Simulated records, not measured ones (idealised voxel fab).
Presented below is a process module, voxel ribs on slabs.
Xsec cut, 235 nm wide, square cell size 5 nm.
Reading order for cross-sections: top band down to bottom band. Underlying form: a grid of square cells. Band size: one or more rows of cells. Top height, bottom height, nm. Materials left to right, width each, nm. Single material + "everywhere" = fills band edge to edge. "empty" = empty. Heights are reckoned from 0. Under this level, the received wafer is all of one material. The bottommost band is open-ended downward, for example "0 nm and below". Quick explanation for "30 to 40": the width changes in equal steps down the rows of cells, from the first number in the band's top row to the second number in its bottom row. Given "changes: none" for a step, no cell of the cross-section differs between before and after that step. This entry, "Sealed internal voids", enumerates those empty regions of no fewer than 8 cells that possess no open connection to the top. Each region is reported in the form width x height at distance, the distance being taken from the left edge, with all three quantities expressed in nm. Text after the settings on a step's line: the simulator's own remark on that step. overlay nm: for a step with a mask, the amount by which the mask lay right of where it was planned; a negative amount means left of it.
Here's what the planned process steps look like:
1) RECEIVE, material Si
2) DIRECTIONAL_DEP, material SiO2, thk nm 30
3) DIRECTIONAL_DEP, material SiN, thk nm 20
4) PATTERN, tone cover, mask id RIB, material resist, width nm 15, thk nm 20, overlay nm 0
5) DIRECTIONAL_ETCH, etch materials SiN, depth nm 15
6) STRIP, etch materials resist
7) DIRECTIONAL_DEP, material aC, thk nm 15
8) PATTERN, tone cover, mask id SLAB, material resist, width nm 65, thk nm 35, overlay nm 0
9) DIRECTIONAL_ETCH, etch materials aC, depth nm 15
10) STRIP, etch materials resist
11) DIRECTIONAL_ETCH, etch materials SiN, depth nm 5
12) STRIP, etch materials aC
13) FILL_DEP, material SiO2, thk nm 25
14) CMP, height nm 65
15) DIRECTIONAL_DEP, material W, thk nm 5
16) MASKED_ETCH, tone cover, mask id HEATER, width nm 35, etch materials W, depth nm 5, overlay nm 0
17) CONFORMAL_DEP, material SiO2, thk nm 5
Wafers differ in width nm at step 4; plan lists the first wafer's value; identical starting state.
First of several wafers (as received, post step 1), cross-sectional view:
    0 nm and below | Si everywhere
    Sealed internal voids: none
The following table contains a row per wafer, in which are reported, at the conclusion of the module, the cells of each material gained (+) or lost (-) since the wafer's receipt, with its closed voids given thereafter:
width nm 15 | +22 SiN | +638 SiO2 | +7 W | Sealed internal voids: none
width nm 20 | +25 SiN | +635 SiO2 | +7 W | Sealed internal voids: none
width nm 25 | +28 SiN | +632 SiO2 | +7 W | Sealed internal voids: none
width nm 30 | +31 SiN | +629 SiO2 | +7 W | Sealed internal voids: none
width nm 35 | +34 SiN | +626 SiO2 | +7 W | Sealed internal voids: none
width nm 40 | +37 SiN | +623 SiO2 | +7 W | Sealed internal voids: none
